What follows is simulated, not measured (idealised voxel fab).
process module | voxel tone inversion
cross-section cut | 220 nm wide | cells 5 nm
A cross-section is a grid of square cells, given in bands from the top down. A band is one or more rows of cells.
Each band's line starts with the height of the band's top and of its bottom, in nm. Then come its materials from left to right, each with its width in nm. One material with "throughout" fills the band from edge to edge. "air" is empty space.
Height 0 is the level under which the wafer as received is all one material. The lowest band goes on downwards, as in "0 down".
A width such as "30 to 40" changes by the same amount from each row of cells to the next, from the band's top row to its bottom row.
"no change" after a step means that no cell of the cross-section changed.
closed voids: empty space of 8 cells or more with no open way to the top, each as width x height at its distance from the left edge, in nm
after a step's settings: what the simulator itself notes on the step
overlay nm, on a step with a mask: how far to the right of its planned place the mask lay; to the left if negative
plan
1 op RECEIVE | material Si
2 op CONFORMAL_DEP | material SiN | thk nm 10
3 op DIRECTIONAL_DEP | material polySi | thk nm 25
4 op PATTERN | tone cover | mask id POSTS | material resist | width nm 20 | pitch nm 45 | thk nm 30 | overlay nm 0
5 op DIRECTIONAL_ETCH | etch materials polySi | depth nm 25
6 op STRIP | etch materials resist
7 op FILL_DEP | material lowk | thk nm 10
8 op CMP | height nm 35
9 op STRIP | etch materials polySi
10 op CONFORMAL_DEP | material TiN | thk nm 5
11 op FILL_DEP | material Cu | thk nm 5
12 op CMP | height nm 35
13 op CONFORMAL_DEP | material SiCN | thk nm 5
as received, after step 1
  0 down: Si throughout
  closed voids: none
first wafer at the end, as planned
  40 to 35: SiCN throughout
  35 to 15: lowk 30 | TiN 5 | Cu 10 | TiN 5 | lowk 25 | TiN 5 | Cu 10 | TiN 5 | lowk 25 | TiN 5 | Cu 10 | TiN 5 | lowk 25 | TiN 5 | Cu 10 | TiN 5 | lowk 35
  15 to 10: lowk 30 | TiN 20 | lowk 25 | TiN 20 | lowk 25 | TiN 20 | lowk 25 | TiN 20 | lowk 35
  10 to 0: SiN throughout
  0 down: Si throughout
  closed voids: none
second wafer at the end: like start, like plan, one mistake
  40 to 35: SiCN throughout
  35 to 25: lowk throughout
  25 to 0: lowk 30 | polySi 20 | lowk 25 | polySi 20 | lowk 25 | polySi 20 | lowk 25 | polySi 20 | lowk 35
  0 down: Si throughout
  closed voids: none
what went wrong: step 2 was left out
at the end the second wafer has, in cells: 32 fewer of Cu | 88 fewer of SiN | 48 fewer of TiN | 88 more of lowk | 80 more of polySi
